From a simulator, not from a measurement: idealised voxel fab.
The following is a process module called voxel lift off.
Section cut is 160 nm wide and gridded with 5 nm square cells.
Format of a cross-section: grid, square cells. Given as bands. Order: top down. Band: one or more rows of cells.
First you get the band's top height and its bottom height, in nm, and then the materials it's made of, left to right, with each width in nm. If you see a single material with "throughout", that one covers the band edge to edge. "blank" is empty space.
For the purposes of this specification, 0 denotes the height below which the wafer in its as-received condition is composed wholly of one material, and the lowermost band, lacking a lower limit, extends downward without end, as expressed in "0 -> down".
So if you see something like "30..40" for the width, read it as the top row of the band sitting at the first number and the bottom row at the second, with every row in between moving by the same amount as the last.
Where a step carries "nothing changed", the cross-section came out of it unchanged, cell for cell.
Basically, "Enclosed cavity list" tells you about the enclosed voids: empty spaces with no open way to the top, 8 cells or bigger, each written width x height at distance, where distance is from the left edge, all in nm.
Where a step's line continues beyond its settings, the continuation is a remark by the simulator itself on that step.
Regarding "overlay nm": on a step with a mask, it is the distance the mask lay to the right of its planned place; a negative value places it to the left.

plan:
1. RECEIVE with material Si
2. CONFORMAL_DEP with material SiO2, thk nm 5
3. PATTERN with tone open, mask id LINES, material resist, width nm 15, pitch nm 30, thk nm 20, overlay nm 0
4. DIRECTIONAL_DEP with material Ru, thk nm 10
5. STRIP with etch materials resist
6. CONFORMAL_DEP with material SiO2, thk nm 10

Below: the first of two wafers, run as planned:

Incoming wafer, cross-sectional view, post step 1:
- 0 -> down: Si throughout
- Enclosed cavity list: none

State of the wafer after step 2, shown in cross-section:
- 5 -> 0: SiO2 throughout
- Below 0, no change.

State of the wafer after step 3, shown in cross-section:
- 25 -> 5: 55 resist, 15 blank, 15 resist, 15 blank, 60 resist
- Below 5, no change.

State of the wafer after step 4, shown in cross-section:
- 35 -> 25: 55 Ru, 15 blank, 15 Ru, 15 blank, 60 Ru
- 25 -> 15: 55 resist, 15 blank, 15 resist, 15 blank, 60 resist
- 15 -> 5: 55 resist, 15 Ru, 15 resist, 15 Ru, 60 resist
- Below 5, no change.

State of the wafer after step 5, shown in cross-section:
- 15 -> 5: 55 blank, 15 Ru, 15 blank, 15 Ru, 60 blank
- Below 5, no change.

State of the wafer after step 6, shown in cross-section:
- 25 -> 15: 45 blank, 65 SiO2, 50 blank
- 15 -> 5: 55 SiO2, 15 Ru, 15 SiO2, 15 Ru, 60 SiO2
- Below 5, no change.

Notes, second wafer: start = first wafer's, plan = first wafer's, execution had one mistake; history identical to first through step 3:

Second wafer cross-section, taken as of the time the plan sets for step 4 to be done:
- 30 -> 25: 55 Ru, 15 blank, 15 Ru, 15 blank, 60 Ru
- 25 -> 10: 55 resist, 15 blank, 15 resist, 15 blank, 60 resist
- 10 -> 5: 55 resist, 15 Ru, 15 resist, 15 Ru, 60 resist
- Below 5, no change.

Second wafer cross-section, taken as of the time the plan sets for step 5 to be done:
- 10 -> 5: 55 blank, 15 Ru, 15 blank, 15 Ru, 60 blank
- Below 5, no change.

Second wafer cross-section, taken as of the time the plan sets for step 6 to be done:
- 20 -> 15: 45 blank, 65 SiO2, 50 blank
- 15 -> 10: SiO2 throughout
- 10 -> 5: 55 SiO2, 15 Ru, 15 SiO2, 15 Ru, 60 SiO2
- Below 5, no change.
The plan and the run diverged here: contrary to plan, step 4 was performed as DIRECTIONAL_DEP with material Ru, thk nm 5
Upon completion, the second wafer contains, in terms of cells, a greater or smaller amount of certain materials than the first wafer: Ru -6, SiO2 -7
